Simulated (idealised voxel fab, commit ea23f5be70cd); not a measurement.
This section sets out a process module, namely voxel ribs on slabs.
Shown is cross-section cut, with a width of 275 nm and square cells of size 5 nm.
Heads up, the way a cross-section reads in here is a grid of square cells, handed over as bands from the top down, with every band being one or more rows of cells. Each band's line starts with the height of the band's top and of its bottom, in nm. Then come its materials from left to right, each with its width in nm. One material with "full width" fills the band from edge to edge. "empty" is empty space. Heights are measured from 0, the level below which the as-received wafer is all one material; the lowest band has no bottom and continues downward, written as in "0..down". A two-number width, for instance "30->40", indicates that the width is equal to the first number in the top row of the band and to the second number in the bottom row, and that it changes by a constant amount per row of cells. You'll sometimes find "stayed the same" written for a step, and that's the way of saying that nowhere in the cross-section did a cell change during that step. Under "Enclosed empty spaces" you'll find the enclosed gaps, the ones with no way out to the top, that are 8 cells or bigger; each reads width x height at distance, with distance counted from the left edge, everything in nm. Anything after a step's settings on that line? It's the simulator's own note about the step. The line of a step may include "overlay nm". On a step with a mask, this value is how far to the right of its planned place the mask lay. A negative value means the mask lay to the left.

[The process steps that were planned are listed below]
1) op RECEIVE | material Si
2) op DIRECTIONAL_DEP | material SiO2 | thk nm 25
3) op DIRECTIONAL_DEP | material SiN | thk nm 15
4) op MASKED_ETCH | tone cover | mask id RIB | width nm 15 | etch materials SiN | depth nm 10 | overlay nm 0
5) op PATTERN | tone cover | mask id SLAB | material resist | width nm 55 | thk nm 20 | overlay nm 0
6) op DIRECTIONAL_ETCH | etch materials SiN | depth nm 5
7) op STRIP | etch materials resist
8) op FILL_DEP | material SiO2 | thk nm 15
9) op CMP | height nm 50
10) op DIRECTIONAL_DEP | material TiN | thk nm 10
11) op PATTERN | tone cover | mask id HEATER | material resist | width nm 25 | thk nm 15 | overlay nm 0
12) op DIRECTIONAL_ETCH | etch materials TiN | depth nm 10
13) op STRIP | etch materials resist
14) op CONFORMAL_DEP | material SiN | thk nm 5

[Cross-section of the wafer upon arrival, representing the state reached after step 1]
    0..down | Si full width
    Enclosed empty spaces: none

[Sectioned view, first of two wafers, at the close of the module, processed as intended in the plan]
    65..60 | empty: 120 / SiN: 35 / empty: 120
    60..55 | empty: 120 / SiN: 5 / TiN: 25 / SiN: 5 / empty: 120
    55..50 | SiN: 125 / TiN: 25 / SiN: 125
    50..40 | SiO2 full width
    40..30 | SiO2: 130 / SiN: 15 / SiO2: 130
    30..25 | SiO2: 110 / SiN: 55 / SiO2: 110
    25..0 | SiO2 full width
    0..down | Si full width
    Enclosed empty spaces: none

[Cross-sectional image of the second wafer of the two following completion of the module. Starting state and process plan were the same as for the first wafer; one execution error occurred]
    65..60 | empty: 120 / SiN: 35 / empty: 120
    60..55 | empty: 120 / SiN: 5 / TiN: 25 / SiN: 5 / empty: 120
    55..50 | SiN: 125 / TiN: 25 / SiN: 125
    50..15 | SiO2 full width
    15..0 | SiN full width
    0..down | Si full width
    Enclosed empty spaces: none
Short version of what went wrong: the processing plan was not followed for steps 2 and 3, which were run with their positions exchanged
Looking at both finished wafers in cells, the second ends up ahead of or behind the first on some materials: SiN +148, SiO2 -148
